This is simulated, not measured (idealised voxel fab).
process module | voxel air gaps
cross-section cut | 190 nm wide | cells 5 nm
A cross-section is a grid of square cells, given in bands from the top down. A band is one or more rows of cells.
Each band's line starts with the height of the band's top and of its bottom, in nm. Then come its materials from left to right, each with its width in nm. One material with "throughout" fills the band from edge to edge. "air" is empty space.
Height 0 is the level under which the wafer as received is all one material. The lowest band goes on downwards, as in "0 down".
A width such as "30 to 40" changes by the same amount from each row of cells to the next, from the band's top row to its bottom row.
"no change" after a step means that no cell of the cross-section changed.
closed voids: empty space of 8 cells or more with no open way to the top, each as width x height at its distance from the left edge, in nm
after a step's settings: what the simulator itself notes on the step
overlay nm, on a step with a mask: how far to the right of its planned place the mask lay; to the left if negative
plan
1 op RECEIVE | material Si
2 op CONFORMAL_DEP | material SiO2 | thk nm 15
3 op CONFORMAL_DEP | material SiCN | thk nm 5
4 op DIRECTIONAL_DEP | material lowk | thk nm 35
5 op DIRECTIONAL_DEP | material aC | thk nm 15
6 op PATTERN | tone open | mask id LINES | material resist | width nm 15 | pitch nm 45 | thk nm 30 | overlay nm 0
7 op DIRECTIONAL_ETCH | etch materials aC | depth nm 15
8 op STRIP | etch materials resist
9 op DIRECTIONAL_ETCH | etch materials lowk | depth nm 35
10 op STRIP | etch materials aC
11 op CONFORMAL_DEP | material TiN | thk nm 5
12 op FILL_DEP | material Cu | thk nm 10
13 op CMP | height nm 55
14 op EPI | material Ru | thk nm 10
15 op SELECTIVE_ETCH | etch materials lowk | depth nm 45
16 op CONFORMAL_DEP | material SiCN | thk nm 5
first wafer, as planned
as received, after step 1
  0 down: Si throughout
  closed voids: none
after step 2
  15 to 0: SiO2 throughout
  below 0: unchanged
after step 3
  20 to 15: SiCN throughout
  below 15: unchanged
after step 4
  55 to 20: lowk throughout
  below 20: unchanged
after step 5
  70 to 55: aC throughout
  below 55: unchanged
after step 6
  100 to 70: resist 40 | air 15 | resist 30 | air 15 | resist 30 | air 15 | resist 45
  below 70: unchanged
after step 7
  85 to 70: resist 40 | air 15 | resist 30 | air 15 | resist 30 | air 15 | resist 45
  70 to 55: aC 40 | air 15 | aC 30 | air 15 | aC 30 | air 15 | aC 45
  below 55: unchanged
after step 8
  70 to 55: aC 40 | air 15 | aC 30 | air 15 | aC 30 | air 15 | aC 45
  below 55: unchanged
after step 9
  70 to 55: aC 40 | air 15 | aC 30 | air 15 | aC 30 | air 15 | aC 45
  55 to 20: lowk 40 | air 15 | lowk 30 | air 15 | lowk 30 | air 15 | lowk 45
  below 20: unchanged
after step 10
  55 to 20: lowk 40 | air 15 | lowk 30 | air 15 | lowk 30 | air 15 | lowk 45
  below 20: unchanged
after step 11
  60 to 55: TiN 45 | air 5 | TiN 40 | air 5 | TiN 40 | air 5 | TiN 50
  55 to 25: lowk 40 | TiN 5 | air 5 | TiN 5 | lowk 30 | TiN 5 | air 5 | TiN 5 | lowk 30 | TiN 5 | air 5 | TiN 5 | lowk 45
  25 to 20: lowk 40 | TiN 15 | lowk 30 | TiN 15 | lowk 30 | TiN 15 | lowk 45
  below 20: unchanged
after step 12
  70 to 60: Cu throughout
  60 to 55: TiN 45 | Cu 5 | TiN 40 | Cu 5 | TiN 40 | Cu 5 | TiN 50
  55 to 25: lowk 40 | TiN 5 | Cu 5 | TiN 5 | lowk 30 | TiN 5 | Cu 5 | TiN 5 | lowk 30 | TiN 5 | Cu 5 | TiN 5 | lowk 45
  below 25: unchanged
after step 13
  55 to 25: lowk 40 | TiN 5 | Cu 5 | TiN 5 | lowk 30 | TiN 5 | Cu 5 | TiN 5 | lowk 30 | TiN 5 | Cu 5 | TiN 5 | lowk 45
  below 25: unchanged
after step 14
  65 to 55: air 30 | Ru 35 | air 10 | Ru 35 | air 10 | Ru 35 | air 35
  below 55: unchanged
after step 15
  65 to 55: air 30 | Ru 35 | air 10 | Ru 35 | air 10 | Ru 35 | air 35
  55 to 25: air 40 | TiN 5 | Cu 5 | TiN 5 | air 30 | TiN 5 | Cu 5 | TiN 5 | air 30 | TiN 5 | Cu 5 | TiN 5 | air 45
  25 to 20: air 40 | TiN 15 | air 30 | TiN 15 | air 30 | TiN 15 | air 45
  below 20: unchanged
after step 16
  70 to 65: air 25 | SiCN 135 | air 30
  65 to 55: air 25 | SiCN 5 | Ru 35 | SiCN 10 | Ru 35 | SiCN 10 | Ru 35 | SiCN 5 | air 30
  55 to 50: air 25 | SiCN 15 | TiN 5 | Cu 5 | TiN 5 | SiCN 30 | TiN 5 | Cu 5 | TiN 5 | SiCN 30 | TiN 5 | Cu 5 | TiN 5 | SiCN 15 | air 30
  50 to 25: air 35 | SiCN 5 | TiN 5 | Cu 5 | TiN 5 | SiCN 5 | air 20 | SiCN 5 | TiN 5 | Cu 5 | TiN 5 | SiCN 5 | air 20 | SiCN 5 | TiN 5 | Cu 5 | TiN 5 | SiCN 5 | air 40
  25 to 20: SiCN 40 | TiN 15 | SiCN 30 | TiN 15 | SiCN 30 | TiN 15 | SiCN 45
  below 20: unchanged
  closed voids: 20 x 25 at 60; 20 x 25 at 105
second wafer: like start, like plan, one mistake. Through step 1 it matches the first wafer
when step 2 should have ended
  15 to 0: aC throughout
  below 0: unchanged
when step 3 should have ended
  20 to 15: SiCN throughout
  below 15: unchanged
when step 4 should have ended
  55 to 20: lowk throughout
  below 20: unchanged
when step 5 should have ended
  70 to 55: aC throughout
  below 55: unchanged
when step 6 should have ended
  100 to 70: resist 40 | air 15 | resist 30 | air 15 | resist 30 | air 15 | resist 45
  below 70: unchanged
when step 7 should have ended
  85 to 70: resist 40 | air 15 | resist 30 | air 15 | resist 30 | air 15 | resist 45
  70 to 55: aC 40 | air 15 | aC 30 | air 15 | aC 30 | air 15 | aC 45
  below 55: unchanged
when step 8 should have ended
  70 to 55: aC 40 | air 15 | aC 30 | air 15 | aC 30 | air 15 | aC 45
  below 55: unchanged
when step 9 should have ended
  70 to 55: aC 40 | air 15 | aC 30 | air 15 | aC 30 | air 15 | aC 45
  55 to 20: lowk 40 | air 15 | lowk 30 | air 15 | lowk 30 | air 15 | lowk 45
  below 20: unchanged
when step 10 should have ended
  55 to 20: lowk 40 | air 15 | lowk 30 | air 15 | lowk 30 | air 15 | lowk 45
  below 20: unchanged
when step 11 should have ended
  60 to 55: TiN 45 | air 5 | TiN 40 | air 5 | TiN 40 | air 5 | TiN 50
  55 to 25: lowk 40 | TiN 5 | air 5 | TiN 5 | lowk 30 | TiN 5 | air 5 | TiN 5 | lowk 30 | TiN 5 | air 5 | TiN 5 | lowk 45
  25 to 20: lowk 40 | TiN 15 | lowk 30 | TiN 15 | lowk 30 | TiN 15 | lowk 45
  below 20: unchanged
when step 12 should have ended
  70 to 60: Cu throughout
  60 to 55: TiN 45 | Cu 5 | TiN 40 | Cu 5 | TiN 40 | Cu 5 | TiN 50
  55 to 25: lowk 40 | TiN 5 | Cu 5 | TiN 5 | lowk 30 | TiN 5 | Cu 5 | TiN 5 | lowk 30 | TiN 5 | Cu 5 | TiN 5 | lowk 45
  below 25: unchanged
when step 13 should have ended
  55 to 25: lowk 40 | TiN 5 | Cu 5 | TiN 5 | lowk 30 | TiN 5 | Cu 5 | TiN 5 | lowk 30 | TiN 5 | Cu 5 | TiN 5 | lowk 45
  below 25: unchanged
when step 14 should have ended
  65 to 55: air 30 | Ru 35 | air 10 | Ru 35 | air 10 | Ru 35 | air 35
  below 55: unchanged
when step 15 should have ended
  65 to 55: air 30 | Ru 35 | air 10 | Ru 35 | air 10 | Ru 35 | air 35
  55 to 25: air 40 | TiN 5 | Cu 5 | TiN 5 | air 30 | TiN 5 | Cu 5 | TiN 5 | air 30 | TiN 5 | Cu 5 | TiN 5 | air 45
  25 to 20: air 40 | TiN 15 | air 30 | TiN 15 | air 30 | TiN 15 | air 45
  below 20: unchanged
when step 16 should have ended
  70 to 65: air 25 | SiCN 135 | air 30
  65 to 55: air 25 | SiCN 5 | Ru 35 | SiCN 10 | Ru 35 | SiCN 10 | Ru 35 | SiCN 5 | air 30
  55 to 50: air 25 | SiCN 15 | TiN 5 | Cu 5 | TiN 5 | SiCN 30 | TiN 5 | Cu 5 | TiN 5 | SiCN 30 | TiN 5 | Cu 5 | TiN 5 | SiCN 15 | air 30
  50 to 25: air 35 | SiCN 5 | TiN 5 | Cu 5 | TiN 5 | SiCN 5 | air 20 | SiCN 5 | TiN 5 | Cu 5 | TiN 5 | SiCN 5 | air 20 | SiCN 5 | TiN 5 | Cu 5 | TiN 5 | SiCN 5 | air 40
  25 to 20: SiCN 40 | TiN 15 | SiCN 30 | TiN 15 | SiCN 30 | TiN 15 | SiCN 45
  below 20: unchanged
  closed voids: 20 x 25 at 60; 20 x 25 at 105
what went wrong: step 2 ran as: op CONFORMAL_DEP | material aC | thk nm 15
at the end the second wafer has, in cells: 114 fewer of SiO2 | 114 more of aC
